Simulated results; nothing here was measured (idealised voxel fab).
The following process module bears the name voxel ribs on slabs.
The cross-section shown here is cut; it is 185 nm wide and divided into square cells measuring 5 nm on a side.
A cross-section is written here as square cells arranged in a grid, and it is given in bands from the top down, each band taking up one or more rows of cells. Band: top and bottom heights (nm) first, top before bottom; then materials from left to right, widths in nm. "full width" marks a sole material filling the band edge to edge. "blank" denotes empty space. Height datum 0, below which the as-received substrate wafer is one material. Lowest band open at the bottom, running downward: "0 down". Per-row width for "30..40": begins at first number (top row of band), ends at second number (bottom row), increment between rows held constant. Reading "nothing changed" for a step: not a cell of the cross-section changed in it. Heads up: "Entrapped void list" only lists the empty pockets with no open path to the top that are 8 cells or more, and it writes them as width x height at distance, distance from the left edge, in nm. On each step's line, the part that comes after the settings is the simulator's own comment on the step. You can add "overlay nm" to a step's line. For a step with a mask, it describes how far the mask lay to the right of its planned position, and a negative number describes a lay to the left.

List of planned process steps:
1: op RECEIVE | material Si
2: op DIRECTIONAL_DEP | material SiO2 | thk nm 25
3: op DIRECTIONAL_DEP | material SiN | thk nm 15
4: op PATTERN | tone cover | mask id RIB | material resist | width nm 30 | thk nm 15 | overlay nm 0
5: op DIRECTIONAL_ETCH | etch materials SiN | depth nm 5
6: op STRIP | etch materials resist
7: op DIRECTIONAL_DEP | material aC | thk nm 10
8: op PATTERN | tone cover | mask id SLAB | material resist | width nm 60 | thk nm 25 | overlay nm 0
9: op DIRECTIONAL_ETCH | etch materials aC | depth nm 10
10: op STRIP | etch materials resist
11: op DIRECTIONAL_ETCH | etch materials SiN | depth nm 10
12: op STRIP | etch materials aC
13: op FILL_DEP | material SiO2 | thk nm 25
14: op CMP | height nm 60
15: op DIRECTIONAL_DEP | material W | thk nm 5
16: op PATTERN | tone cover | mask id HEATER | material resist | width nm 40 | thk nm 15 | overlay nm 0
17: op DIRECTIONAL_ETCH | etch materials W | depth nm 5
18: op STRIP | etch materials resist
19: op CONFORMAL_DEP | material SiN | thk nm 10

Delivered wafer in cross-section: state after step 1:
	0 down | Si full width
	Entrapped void list: none

One mistake in running the module, otherwise start and plan as above: cross-section at the end:
	75 to 70 | 60 blank | 60 SiN | 65 blank
	70 to 65 | SiN full width
	65 to 60 | 70 SiN | 40 W | 75 SiN
	60 to 15 | SiO2 full width
	15 to 0 | SiN full width
	0 down | Si full width
	Entrapped void list: none
Finding, execution versus plan: order of steps 2 and 3 inverted relative to the plan
